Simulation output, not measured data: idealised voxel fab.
Presented below is a process module, voxel self aligned vias.
Section shown: cut. Width: 260 nm. Cell size: 5 nm, square.
We lay out every cross-section as a grid of square cells and spell it out in bands from the top down, where one band means one or more rows of cells.
Top height, bottom height, nm. Materials left to right, width each, nm. Single material + "full width" = fills band edge to edge. "blank" = empty.
Zero point of the height axis is 0; under it, received wafer = one material. Lowest band: continues down indefinitely, "from 0 down".
Width "30->40": first value at the band's top row of cells, second value at its bottom row, equal change from row to row.
No cell of the cross-section changed in a step that is given as "same as before".
Encapsulated voids: empty space of 8 cells or more with no open way to the top, each as width x height at its distance from the left edge, in nm
Text after the settings on a step's line: the simulator's own remark on that step.
overlay nm: where the mask lay relative to plan, measured to the right, on steps with a mask; negatives go left.
## So here's the lineup of process steps we planned
step 1: op RECEIVE | material Si
step 2: op CONFORMAL_DEP | material SiO2 | thk nm 15
step 3: op CONFORMAL_DEP | material SiCN | thk nm 5
step 4: op DIRECTIONAL_DEP | material lowk | thk nm 20
step 5: op PATTERN | tone open | mask id LINES | material resist | width nm 20 | pitch nm 60 | thk nm 15 | overlay nm 0
step 6: op DIRECTIONAL_ETCH | etch materials lowk | depth nm 20
step 7: op STRIP | etch materials resist
step 8: op CONFORMAL_DEP | material TiN | thk nm 5
step 9: op FILL_DEP | material Ru | thk nm 10
step 10: op CMP | height nm 40
step 11: op SELECTIVE_ETCH | etch materials W Ru TiN | depth nm 10
step 12: op FILL_DEP | material SiN | thk nm 5
step 13: op CMP | height nm 40
step 14: op DIRECTIONAL_DEP | material lowk | thk nm 20
step 15: op MASKED_ETCH | tone open | mask id VIAS | width nm 40 | etch materials lowk | depth nm 20 | overlay nm 0
step 16: op MASKED_ETCH | tone open | mask id VIAS | width nm 40 | etch materials SiN | depth nm 10 | overlay nm 0
step 17: op CONFORMAL_DEP | material TiN | thk nm 5
step 18: op FILL_DEP | material Cu | thk nm 10
step 19: op CMP | height nm 60
step 20: op CONFORMAL_DEP | material SiCN | thk nm 5
## Cross-section: wafer on arrival = after step 1
* from 0 down  Si full width
* Encapsulated voids: none
## Cross-sectional view of the first of the two wafers upon completion of the module, processed in accordance with the plan
* from 65 to 60  SiCN full width
* from 60 to 45  lowk: 80; TiN: 5; Cu: 30; TiN: 5; lowk: 140
* from 45 to 40  lowk: 80; TiN: 15; Cu: 10; TiN: 15; lowk: 140
* from 40 to 35  lowk: 90; TiN: 5; Cu: 10; TiN: 5; lowk: 40; SiN: 20; lowk: 90
* from 35 to 30  lowk: 90; TiN: 20; lowk: 40; SiN: 20; lowk: 90
* from 30 to 25  lowk: 90; TiN: 5; Ru: 10; TiN: 5; lowk: 40; TiN: 5; Ru: 10; TiN: 5; lowk: 90
* from 25 to 20  lowk: 90; TiN: 20; lowk: 40; TiN: 20; lowk: 90
* from 20 to 15  SiCN full width
* from 15 to 0  SiO2 full width
* from 0 down  Si full width
* Encapsulated voids: none
## Here is the second of the two wafers cut open at the end of the module - same start, same plan as the first one, but we made one mistake running it
* from 65 to 60  SiCN full width
* from 60 to 40  lowk: 80; TiN: 5; Cu: 30; TiN: 5; lowk: 140
* from 40 to 35  SiN: 80; TiN: 15; Cu: 10; TiN: 15; SiN: 140
* from 35 to 30  lowk: 90; TiN: 20; lowk: 40; SiN: 20; lowk: 90
* from 30 to 25  lowk: 90; SiN: 20; lowk: 40; SiN: 20; lowk: 90
* from 25 to 20  lowk: 90; TiN: 20; lowk: 40; TiN: 20; lowk: 90
* from 20 to 15  SiCN full width
* from 15 to 0  SiO2 full width
* from 0 down  Si full width
* Encapsulated voids: none
What was done differently from what was planned? step 10 off recipe, ran as op CMP | height nm 35
The closing comparison, in cells, has the second wafer with more or fewer of some materials than the first: 4 more of Cu, 4 fewer of Ru, 48 more of SiN, 4 fewer of TiN, 44 fewer of lowk
